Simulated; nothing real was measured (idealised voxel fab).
The process module that follows is named voxel capacitor over wiring.
Cross-sectional view cut (width: 145 nm; square cell size: 5 nm).
Cross-section format: a grid of square cells, given as bands from top to bottom; each band is one or more rows of cells.
Per band: top height and bottom height in nm, followed by the left-to-right materials and their widths in nm; "edge to edge" marks a single material spanning edge to edge, "blank" marks empty space.
All heights in this document are referenced to 0, defined as the level beneath which the wafer, as received, consists entirely of one material. The lowest band is not bounded below; it extends indefinitely downward and is written in the form "0 -> down".
Graded width ("30->40"): value in top row of band = first number; value in bottom row = second number; row-to-row change constant.
"changes: none" -> step changed no cross-section cell.
Enclosed void catalog: empty space of 8 cells or more with no open way to the top, each as width x height at its distance from the left edge, in nm
Step line, after settings: the simulator's comment on this step.
If you see "overlay nm" on a step's line and that step has a mask, it's telling you how far right of where it was planned the mask ended up; a negative number means it went left instead.
SET OUT BELOW ARE THE PLANNED STEPS OF THE PROCESS
- 1: RECEIVE | material Si
- 2: CONFORMAL_DEP | material SiO2 | thk nm 15
- 3: DIRECTIONAL_DEP | material TiN | thk nm 5
- 4: DIRECTIONAL_DEP | material Ru | thk nm 15
- 5: PATTERN | tone cover | mask id METAL_1 | material resist | width nm 25 | pitch nm 75 | thk nm 20 | overlay nm 0
- 6: DIRECTIONAL_ETCH | etch materials Ru | depth nm 15
- 7: DIRECTIONAL_ETCH | etch materials TiN | depth nm 5
- 8: STRIP | etch materials resist
- 9: FILL_DEP | material SiO2 | thk nm 10
- 10: CMP | height nm 35
- 11: CONFORMAL_DEP | material SiCN | thk nm 5
- 12: DIRECTIONAL_DEP | material SiO2 | thk nm 10
- 13: DIRECTIONAL_DEP | material aC | thk nm 15
- 14: PATTERN | tone open | mask id PLUG_1 | material resist | width nm 15 | thk nm 30 | overlay nm 0
- 15: DIRECTIONAL_ETCH | etch materials aC | depth nm 15
- 16: STRIP | etch materials resist
- 17: DIRECTIONAL_ETCH | etch materials SiO2 | depth nm 10
- 18: DIRECTIONAL_ETCH | etch materials SiCN | depth nm 5
- 19: STRIP | etch materials aC
- 20: CONFORMAL_DEP | material TiN | thk nm 5
- 21: FILL_DEP | material W | thk nm 5
- 22: CMP | height nm 50
- 23: DIRECTIONAL_DEP | material TiN | thk nm 5
- 24: DIRECTIONAL_DEP | material Al2O3 | thk nm 5
- 25: DIRECTIONAL_DEP | material TiN | thk nm 10
- 26: DIRECTIONAL_DEP | material aC | thk nm 10
- 27: PATTERN | tone cover | mask id UPPER_PLATE | material resist | width nm 55 | thk nm 25 | overlay nm 0
- 28: DIRECTIONAL_ETCH | etch materials aC | depth nm 10
- 29: STRIP | etch materials resist
- 30: DIRECTIONAL_ETCH | etch materials TiN | depth nm 10
- 31: DIRECTIONAL_ETCH | etch materials Al2O3 | depth nm 5
- 32: STRIP | etch materials aC
- 33: PATTERN | tone cover | mask id LOWER_PLATE | material resist | width nm 65 | thk nm 15 | overlay nm 0
- 34: DIRECTIONAL_ETCH | etch materials TiN | depth nm 5
- 35: STRIP | etch materials resist
- 36: FILL_DEP | material SiO2 | thk nm 20
- 37: CMP | height nm 85
- 38: PATTERN | tone open | mask id PLUG_2 | material resist | width nm 15 | thk nm 20 | overlay nm 0
- 39: DIRECTIONAL_ETCH | etch materials SiO2 | depth nm 15
- 40: STRIP | etch materials resist
- 41: CONFORMAL_DEP | material TiN | thk nm 5
- 42: FILL_DEP | material Ru | thk nm 5
- 43: CMP | height nm 85
- 44: CONFORMAL_DEP | material SiN | thk nm 5
HERE'S WHAT THE WAFER LOOKED LIKE IN CROSS-SECTION WHEN IT ARRIVED - THAT'S AFTER STEP 1
> 0 -> down = Si edge to edge
> Enclosed void catalog: none
AS-PLANNED RUN: CROSS-SECTION OF THE FIRST OF TWO WAFERS AT END OF MODULE
> 90 -> 85 = SiN edge to edge
> 85 -> 75 = SiO2: 40 | TiN: 5 | Ru: 5 | TiN: 5 | SiO2: 90
> 75 -> 70 = SiO2: 40 | TiN: 15 | SiO2: 90
> 70 -> 60 = SiO2: 30 | TiN: 55 | SiO2: 60
> 60 -> 55 = SiO2: 30 | Al2O3: 55 | SiO2: 60
> 55 -> 50 = SiO2: 25 | TiN: 65 | SiO2: 55
> 50 -> 40 = SiO2: 30 | TiN: 5 | W: 5 | TiN: 5 | SiO2: 100
> 40 -> 35 = SiCN: 30 | TiN: 15 | SiCN: 100
> 35 -> 20 = SiO2: 20 | Ru: 25 | SiO2: 50 | Ru: 25 | SiO2: 25
> 20 -> 15 = SiO2: 20 | TiN: 25 | SiO2: 50 | TiN: 25 | SiO2: 25
> 15 -> 0 = SiO2 edge to edge
> 0 -> down = Si edge to edge
> Enclosed void catalog: none
NOW THE SECOND WAFER, CROSS-SECTIONED AT THE END OF THE MODULE. NOTHING DIFFERENT AT THE START, NOTHING DIFFERENT IN THE PLAN COMPARED WITH THE FIRST, JUST ONE MISTAKE WHEN IT WAS ACTUALLY RUN
> 90 -> 85 = SiN edge to edge
> 85 -> 75 = SiO2: 40 | TiN: 5 | Ru: 5 | TiN: 5 | SiO2: 90
> 75 -> 70 = SiO2: 40 | TiN: 15 | SiO2: 90
> 70 -> 65 = SiO2 edge to edge
> 65 -> 60 = SiO2: 30 | TiN: 55 | SiO2: 60
> 60 -> 55 = SiO2: 30 | Al2O3: 55 | SiO2: 60
> 55 -> 50 = TiN: 25 | SiO2: 5 | TiN: 55 | SiO2: 5 | TiN: 55
> 50 -> 40 = SiO2: 30 | TiN: 5 | W: 5 | TiN: 5 | SiO2: 100
> 40 -> 35 = SiCN: 30 | TiN: 15 | SiCN: 100
> 35 -> 20 = SiO2: 20 | Ru: 25 | SiO2: 50 | Ru: 25 | SiO2: 25
> 20 -> 15 = SiO2: 20 | TiN: 25 | SiO2: 50 | TiN: 25 | SiO2: 25
> 15 -> 0 = SiO2 edge to edge
> 0 -> down = Si edge to edge
> Enclosed void catalog: none
Finding, execution versus plan: it should be noted that step 33 was executed with settings other than those planned, the operation and settings actually applied being PATTERN | tone open | mask id LOWER_PLATE | material resist | width nm 65 | thk nm 15 | overlay nm 0
The final cell counts differ between the wafers, with the second having more or fewer of some materials than the first: 3 fewer of SiO2; 3 more of TiN
